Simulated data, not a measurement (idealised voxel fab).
Title: Process Module voxel air gaps
Cross-section cut spans 250 nm and uses square cells 5 nm in size.
Think of the cross-section as a grid of square cells. We describe it in bands, top to bottom, and each band covers one or more rows of those cells.
Heads up on the band format: heights come first, top then bottom, in nm. After that it's the materials left to right, each with its width in nm. A single material flagged "edge to edge" fills the whole band edge to edge, and "empty" means there's empty space there.
Convention: height 0 is the level below which the wafer, as received, is all one material. The lowest band does not terminate at the bottom but continues downward, represented as "z 0 and below".
Top row gets the first number, bottom row gets the second, and each row in between changes by the same step: that is how a band width like "30..40" works.
Step marked "nothing altered"? Then no cell in the cross-section changed in it.
Entry "Closed void inventory" = empty spaces >= 8 cells with no open way to the top; each as width x height at distance, distance from left edge, all nm.
Note: text after step settings on the step line = simulator remark on that step.
Regarding "overlay nm": on a step with a mask, it is the distance the mask lay to the right of its planned place; a negative value places it to the left.

LISTED BELOW ARE THE PROCESS STEPS AS PLANNED
1) RECEIVE: material Si
2) CONFORMAL_DEP: material SiO2, thk nm 15
3) CONFORMAL_DEP: material SiCN, thk nm 5
4) DIRECTIONAL_DEP: material SiO2, thk nm 30
5) MASKED_ETCH: tone open, mask id LINES, width nm 20, pitch nm 50, etch materials SiO2, depth nm 30, overlay nm 0
6) CONFORMAL_DEP: material TiN, thk nm 5
7) FILL_DEP: material W, thk nm 10
8) CMP: height nm 50
9) EPI: material Ru, thk nm 10
10) SELECTIVE_ETCH: etch materials SiO2, depth nm 40
11) CONFORMAL_DEP: material SiCN, thk nm 5

STEP 1 COMPLETE: CROSS-SECTION OF THE WAFER AS RECEIVED
  z 0 and below: Si edge to edge
  Closed void inventory: none

A WAFER AT THE END: THIS START, THIS PLAN, ONE MISTAKE
  z 65 to 60: SiCN edge to edge
  z 60 to 50: Ru edge to edge
  z 50 to 25: W 35, then TiN 5, then SiO2 20, then TiN 5, then W 20, then TiN 5, then SiO2 20, then TiN 5, then W 20, then TiN 5, then SiO2 20, then TiN 5, then W 20, then TiN 5, then SiO2 20, then TiN 5, then W 35
  z 25 to 20: TiN 40, then SiO2 20, then TiN 30, then SiO2 20, then TiN 30, then SiO2 20, then TiN 30, then SiO2 20, then TiN 40
  z 20 to 15: SiCN edge to edge
  z 15 to 0: SiO2 edge to edge
  z 0 and below: Si edge to edge
  Closed void inventory: none
What was the processing mistake? off-plan run, step 5, actual operation and settings MASKED_ETCH: tone cover, mask id LINES, width nm 20, pitch nm 50, etch materials SiO2, depth nm 30, overlay nm 0
